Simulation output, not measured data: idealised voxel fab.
The following is a process module called voxel spacer lines.
Pictured: cross-section cut, 230 nm wide, on a grid of 5 nm square cells.
Cross-section = grid of square cells, listed top down in bands; band = one or more rows. For a band, the entry starts with two heights in nm, that of the top and then that of the bottom, and carries on with the band's materials in order from left to right, each alongside its width in nm; the word "everywhere" beside a single material means it fills the band edge to edge, and "blank" means empty space. Note: height 0 marks the level under which the wafer is uniformly one material as received. Lowest band unbounded below, written "0 and below". Read "30..40" as a graded width: first number on top, second number at the bottom, same change between each pair of neighbouring rows. Step marked "nothing different"? Then no cell in the cross-section changed in it. The list in "Fully sealed cavities" covers empty spaces of 8 cells or more that cannot reach the top through any open way, and it gives each as width x height at distance; the distance is from the left edge, and width, height and distance are in nm. Read whatever lies past the settings on a step's line as the simulator's own remark about the step. When a step includes a mask, the "overlay nm" setting on its line states how far to the right of its planned place that mask lay, and negative values state how far to the left.
### Planned step list for the process
1: RECEIVE | material Si
2: CONFORMAL_DEP | material Al2O3 | thk nm 5
3: DIRECTIONAL_DEP | material SiN | thk nm 20
4: DIRECTIONAL_DEP | material aC | thk nm 20
5: PATTERN | tone cover | mask id MANDREL | material resist | width nm 15 | pitch nm 50 | thk nm 25 | overlay nm 0
6: DIRECTIONAL_ETCH | etch materials aC | depth nm 20
7: STRIP | etch materials resist
8: CONFORMAL_DEP | material SiO2 | thk nm 10
9: DIRECTIONAL_ETCH | etch materials SiO2 | depth nm 10
10: STRIP | etch materials aC
11: DIRECTIONAL_ETCH | etch materials SiN | depth nm 20
12: STRIP | etch materials SiO2
13: FILL_DEP | material lowk | thk nm 10
14: CMP | height nm 25
### So, the first of our two wafers, run just as we planned it
### Cross-section of the wafer as it came to us, i.e., already through step 1
> 0 and below | Si everywhere
> Fully sealed cavities: none
### Cross-section of the wafer subsequent to step 2
> 5 down to 0 | Al2O3 everywhere
> All layers under 0 are left as they were.
### Cross-section of the wafer subsequent to step 3
> 25 down to 5 | SiN everywhere
> All layers under 5 are left as they were.
### Cross-section of the wafer subsequent to step 4
> 45 down to 25 | aC everywhere
> All layers under 25 are left as they were.
### Cross-section of the wafer subsequent to step 5
> 70 down to 45 | blank (55)  resist (15)  blank (35)  resist (15)  blank (35)  resist (15)  blank (60)
> All layers under 45 are left as they were.
### Cross-section of the wafer subsequent to step 6
> 50 down to 45 | blank (55)  resist (15)  blank (35)  resist (15)  blank (35)  resist (15)  blank (60)
> 45 down to 25 | blank (55)  aC (15)  blank (35)  aC (15)  blank (35)  aC (15)  blank (60)
> All layers under 25 are left as they were.
### Cross-section of the wafer subsequent to step 7
> 45 down to 25 | blank (55)  aC (15)  blank (35)  aC (15)  blank (35)  aC (15)  blank (60)
> All layers under 25 are left as they were.
### Cross-section of the wafer subsequent to step 8
> 55 down to 45 | blank (45)  SiO2 (35)  blank (15)  SiO2 (35)  blank (15)  SiO2 (35)  blank (50)
> 45 down to 35 | blank (45)  SiO2 (10)  aC (15)  SiO2 (10)  blank (15)  SiO2 (10)  aC (15)  SiO2 (10)  blank (15)  SiO2 (10)  aC (15)  SiO2 (10)  blank (50)
> 35 down to 25 | SiO2 (55)  aC (15)  SiO2 (35)  aC (15)  SiO2 (35)  aC (15)  SiO2 (60)
> All layers under 25 are left as they were.
### Cross-section of the wafer subsequent to step 9
> 45 down to 25 | blank (45)  SiO2 (10)  aC (15)  SiO2 (10)  blank (15)  SiO2 (10)  aC (15)  SiO2 (10)  blank (15)  SiO2 (10)  aC (15)  SiO2 (10)  blank (50)
> All layers under 25 are left as they were.
### Cross-section of the wafer subsequent to step 10
> 45 down to 25 | blank (45)  SiO2 (10)  blank (15)  SiO2 (10)  blank (15)  SiO2 (10)  blank (15)  SiO2 (10)  blank (15)  SiO2 (10)  blank (15)  SiO2 (10)  blank (50)
> All layers under 25 are left as they were.
### Cross-section of the wafer subsequent to step 11
> 45 down to 25 | blank (45)  SiO2 (10)  blank (15)  SiO2 (10)  blank (15)  SiO2 (10)  blank (15)  SiO2 (10)  blank (15)  SiO2 (10)  blank (15)  SiO2 (10)  blank (50)
> 25 down to 5 | blank (45)  SiN (10)  blank (15)  SiN (10)  blank (15)  SiN (10)  blank (15)  SiN (10)  blank (15)  SiN (10)  blank (15)  SiN (10)  blank (50)
> All layers under 5 are left as they were.
### Cross-section of the wafer subsequent to step 12
> 25 down to 5 | blank (45)  SiN (10)  blank (15)  SiN (10)  blank (15)  SiN (10)  blank (15)  SiN (10)  blank (15)  SiN (10)  blank (15)  SiN (10)  blank (50)
> All layers under 5 are left as they were.
### Cross-section of the wafer subsequent to step 13
> 35 down to 25 | lowk everywhere
> 25 down to 5 | lowk (45)  SiN (10)  lowk (15)  SiN (10)  lowk (15)  SiN (10)  lowk (15)  SiN (10)  lowk (15)  SiN (10)  lowk (15)  SiN (10)  lowk (50)
> All layers under 5 are left as they were.
### Cross-section of the wafer subsequent to step 14
> 25 down to 5 | lowk (45)  SiN (10)  lowk (15)  SiN (10)  lowk (15)  SiN (10)  lowk (15)  SiN (10)  lowk (15)  SiN (10)  lowk (15)  SiN (10)  lowk (50)
> All layers under 5 are left as they were.
### Wafer two. Same start, same plan, one slip in execution. Same as wafer one through step 1, inclusive
### Second wafer, section view, time point: scheduled end of step 2
> 20 down to 0 | SiN everywhere
> All layers under 0 are left as they were.
### Second wafer, section view, time point: scheduled end of step 3
> 25 down to 20 | Al2O3 everywhere
> All layers under 20 are left as they were.
### Second wafer, section view, time point: scheduled end of step 4
> 45 down to 25 | aC everywhere
> All layers under 25 are left as they were.
### Second wafer, section view, time point: scheduled end of step 5
> 70 down to 45 | blank (55)  resist (15)  blank (35)  resist (15)  blank (35)  resist (15)  blank (60)
> All layers under 45 are left as they were.
### Second wafer, section view, time point: scheduled end of step 6
> 50 down to 45 | blank (55)  resist (15)  blank (35)  resist (15)  blank (35)  resist (15)  blank (60)
> 45 down to 25 | blank (55)  aC (15)  blank (35)  aC (15)  blank (35)  aC (15)  blank (60)
> All layers under 25 are left as they were.
### Second wafer, section view, time point: scheduled end of step 7
> 45 down to 25 | blank (55)  aC (15)  blank (35)  aC (15)  blank (35)  aC (15)  blank (60)
> All layers under 25 are left as they were.
### Second wafer, section view, time point: scheduled end of step 8
> 55 down to 45 | blank (45)  SiO2 (35)  blank (15)  SiO2 (35)  blank (15)  SiO2 (35)  blank (50)
> 45 down to 35 | blank (45)  SiO2 (10)  aC (15)  SiO2 (10)  blank (15)  SiO2 (10)  aC (15)  SiO2 (10)  blank (15)  SiO2 (10)  aC (15)  SiO2 (10)  blank (50)
> 35 down to 25 | SiO2 (55)  aC (15)  SiO2 (35)  aC (15)  SiO2 (35)  aC (15)  SiO2 (60)
> All layers under 25 are left as they were.
### Second wafer, section view, time point: scheduled end of step 9
> 45 down to 25 | blank (45)  SiO2 (10)  aC (15)  SiO2 (10)  blank (15)  SiO2 (10)  aC (15)  SiO2 (10)  blank (15)  SiO2 (10)  aC (15)  SiO2 (10)  blank (50)
> All layers under 25 are left as they were.
### Second wafer, section view, time point: scheduled end of step 10
> 45 down to 25 | blank (45)  SiO2 (10)  blank (15)  SiO2 (10)  blank (15)  SiO2 (10)  blank (15)  SiO2 (10)  blank (15)  SiO2 (10)  blank (15)  SiO2 (10)  blank (50)
> All layers under 25 are left as they were.
Second wafer, section view, time point: scheduled end of step 11: nothing different
### Second wafer, section view, time point: scheduled end of step 12
> 25 down to 20 | Al2O3 everywhere
> All layers under 20 are left as they were.
### Second wafer, section view, time point: scheduled end of step 13
> 35 down to 25 | lowk everywhere
> All layers under 25 are left as they were.
### Second wafer, section view, time point: scheduled end of step 14
> 25 down to 20 | Al2O3 everywhere
> All layers under 20 are left as they were.
Short version of what went wrong: the processing plan was not followed for steps 2 and 3, which were run with their positions exchanged
Wafer comparison, final, in cells, second relative to first, materials more or fewer: SiN +136; lowk -136
